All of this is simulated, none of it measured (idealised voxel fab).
process module | voxel capacitor over wiring
The cross-section shown here is cut; it is 170 nm wide and divided into square cells measuring 5 nm on a side.
When this document writes out a cross-section, it uses a grid of square cells and lists it as bands, beginning at the top and moving down, with a band standing for one or more rows of cells.
Heights first: top, then bottom, in nm. Then materials, left to right, each with a width in nm. "full width" on a single material: fills the band edge to edge. "air": empty space.
Counting heights begins at 0, where everything beneath is, in the wafer as received, one material. The lowest band has no bottom; it goes on downwards, as "0 nm and below" shows.
Note: "30->40" means the width goes from the first number (top row of the band) to the second number (bottom row) in equal steps per row of cells.
Any step labelled "changes: none" changed none of the cells in the cross-section.
If an empty space has no open way to the top and is at least 8 cells in size, "Closed internal cavities" lists it, written width x height at distance, where distance is measured from the left edge and every value is in nm.
Anything after a step's settings on that line? It's the simulator's own note about the step.
overlay nm, on a step with a mask: how far to the right of its planned place the mask lay; to the left if negative
Note: before/after cross-section pairs follow, one process step per pair, after-side truncated at the lowest changed band, step and settings given beneath. Different runs of this module on the same starting wafer may supply the pairs; a pair continues the one above only where the "Pre-step geometry" entry says so.

Pre-step geometry
80 nm to 70 nm: TiN full width
70 nm to 65 nm: SiN full width
65 nm to 60 nm: TiN full width
60 nm to 40 nm: 35 nm lowk; 5 nm TiN; 5 nm Ru; 5 nm TiN; 120 nm lowk
40 nm to 35 nm: 35 nm SiCN; 15 nm TiN; 120 nm SiCN
35 nm to 15 nm: 25 nm lowk; 5 nm TiN; 15 nm Ru; 5 nm TiN; 65 nm lowk; 5 nm TiN; 15 nm Ru; 5 nm TiN; 30 nm lowk
15 nm to 10 nm: 25 nm SiN; 25 nm TiN; 65 nm SiN; 25 nm TiN; 30 nm SiN
10 nm to 0 nm: SiO2 full width
0 nm and below: Si full width
Closed internal cavities: none

Step Result
80 nm to 70 nm: 35 nm TiN; 70 nm air; 65 nm TiN
Rest of section, below 70: as before.
Closed internal cavities: none
The before and after cross-sections above are linked by op MASKED_ETCH | tone open | mask id UPPER_PLATE | width nm 70 | etch materials TiN | depth nm 10 | overlay nm 0

Pre-step geometry: For the state before this step, see the after cross-section of the pair located directly above.

Step Result
80 nm to 75 nm: 30 nm air; 5 nm TiN; 70 nm air; 5 nm TiN; 60 nm air
Rest of section, below 75: as before.
Closed internal cavities: none
The before and after cross-sections above are linked by op MASKED_ETCH | tone cover | mask id LOWER_PLATE | width nm 80 | etch materials TiN | depth nm 5 | overlay nm 0

Pre-step geometry: For the state before this step, see the after cross-section of the pair located directly above.

Step Result
100 nm to 80 nm: SiO2 full width
80 nm to 75 nm: 30 nm SiO2; 5 nm TiN; 70 nm SiO2; 5 nm TiN; 60 nm SiO2
75 nm to 70 nm: 35 nm TiN; 70 nm SiO2; 65 nm TiN
Rest of section, below 70: as before.
Closed internal cavities: none
The before and after cross-sections above are linked by op FILL_DEP | material SiO2 | thk nm 20

Pre-step geometry: For the state before this step, see the after cross-section of the pair located directly above.

Step Result
95 nm to 80 nm: SiO2 full width
Rest of section, below 80: as before.
Closed internal cavities: none
The before and after cross-sections above are linked by op CMP | height nm 95

Pre-step geometry: For the state before this step, see the after cross-section of the pair located directly above.

Step Result
110 nm to 95 nm: 45 nm resist; 15 nm air; 110 nm resist
Rest of section, below 95: as before.
Closed internal cavities: none
The before and after cross-sections above are linked by op PATTERN | tone open | mask id PLUG_2 | material resist | width nm 15 | thk nm 15 | overlay nm 0

Pre-step geometry: For the state before this step, see the after cross-section of the pair located directly above.

Step Result
110 nm to 95 nm: 45 nm resist; 15 nm air; 110 nm resist
95 nm to 80 nm: 45 nm SiO2; 15 nm air; 110 nm SiO2
Rest of section, below 80: as before.
Closed internal cavities: none
The before and after cross-sections above are linked by op DIRECTIONAL_ETCH | etch materials SiO2 | depth nm 15

Pre-step geometry: For the state before this step, see the after cross-section of the pair located directly above.

Step Result
95 nm to 80 nm: 45 nm SiO2; 15 nm air; 110 nm SiO2
Rest of section, below 80: as before.
Closed internal cavities: none
The before and after cross-sections above are linked by op STRIP | etch materials resist

Pre-step geometry: For the state before this step, see the after cross-section of the pair located directly above.

Step Result
100 nm to 95 nm: 50 nm TiN; 5 nm air; 115 nm TiN
95 nm to 85 nm: 45 nm SiO2; 5 nm TiN; 5 nm air; 5 nm TiN; 110 nm SiO2
85 nm to 80 nm: 45 nm SiO2; 15 nm TiN; 110 nm SiO2
Rest of section, below 80: as before.
Closed internal cavities: none
The before and after cross-sections above are linked by op CONFORMAL_DEP | material TiN | thk nm 5

Pre-step geometry: For the state before this step, see the after cross-section of the pair located directly above.

Step Result
105 nm to 100 nm: Ru full width
100 nm to 95 nm: 50 nm TiN; 5 nm Ru; 115 nm TiN
95 nm to 85 nm: 45 nm SiO2; 5 nm TiN; 5 nm Ru; 5 nm TiN; 110 nm SiO2
Rest of section, below 85: as before.
Closed internal cavities: none
The before and after cross-sections above are linked by op FILL_DEP | material Ru | thk nm 5

Pre-step geometry: For the state before this step, see the after cross-section of the pair located directly above.

Step Result
95 nm to 85 nm: 45 nm SiO2; 5 nm TiN; 5 nm Ru; 5 nm TiN; 110 nm SiO2
Rest of section, below 85: as before.
Closed internal cavities: none
The before and after cross-sections above are linked by op CMP | height nm 95

Pre-step geometry: For the state before this step, see the after cross-section of the pair located directly above.

Step Result
100 nm to 95 nm: SiCN full width
Rest of section, below 95: as before.
Closed internal cavities: none
The before and after cross-sections above are linked by op CONFORMAL_DEP | material SiCN | thk nm 5
